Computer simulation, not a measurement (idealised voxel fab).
You're looking at the process module voxel lift off.
The cross-section shown here is cut; it is 295 nm wide and divided into square cells measuring 5 nm on a side.
Each cross-section below is a grid of square cells, stated as bands in top-down order, with one or more rows of cells making up each band.
Heads up on the band format: heights come first, top then bottom, in nm. After that it's the materials left to right, each with its width in nm. A single material flagged "full width" fills the whole band edge to edge, and "blank" means there's empty space there.
Measure heights from 0. That's the level where, below it, the as-received wafer is all one material. The lowest band is bottomless and extends downward; write it as in "0 -> down".
When a width is written as two numbers, as in "30->40", the first number is the width in the top row of cells of the band and the second is the width in its bottom row, and the width changes by the same amount from each row to the next.
Step note "remained unchanged" = no cross-section cell changed.
In "Enclosed voids" the enclosed voids are listed, meaning empty spaces of 8 cells or larger without any opening to the top. The form is width x height at distance, distance from the left edge, units nm.
On each step's line, the part that comes after the settings is the simulator's own comment on the step.
When a step includes a mask, the "overlay nm" setting on its line states how far to the right of its planned place that mask lay, and negative values state how far to the left.
-- plan
1. RECEIVE, material Si
2. CONFORMAL_DEP, material SiO2, thk nm 15
3. PATTERN, tone open, mask id LINES, material resist, width nm 15, pitch nm 35, thk nm 25, overlay nm 0
4. DIRECTIONAL_DEP, material Ru, thk nm 15
5. STRIP, etch materials resist
6. CONFORMAL_DEP, material SiN, thk nm 5
-- As-received state of the wafer in cross-section, equivalent to post-step 1
    0 -> down = Si full width
    Enclosed voids: none
-- Final cross-section, module run with one mistake (start and plan as above)
    35 -> 30 = blank: 85 | SiN: 25 | blank: 10 | SiN: 25 | blank: 10 | SiN: 25 | blank: 10 | SiN: 25 | blank: 80
    30 -> 20 = blank: 85 | SiN: 5 | Ru: 15 | SiN: 5 | blank: 10 | SiN: 5 | Ru: 15 | SiN: 5 | blank: 10 | SiN: 5 | Ru: 15 | SiN: 5 | blank: 10 | SiN: 5 | Ru: 15 | SiN: 5 | blank: 80
    20 -> 15 = SiN: 90 | Ru: 15 | SiN: 20 | Ru: 15 | SiN: 20 | Ru: 15 | SiN: 20 | Ru: 15 | SiN: 85
    15 -> 0 = SiO2 full width
    0 -> down = Si full width
    Enclosed voids: none
The mistake made against the process plan was this: step 3 was processed under conditions differing from the plan, specifically as PATTERN, tone open, mask id LINES, material resist, width nm 15, pitch nm 35, thk nm 25, overlay nm 5
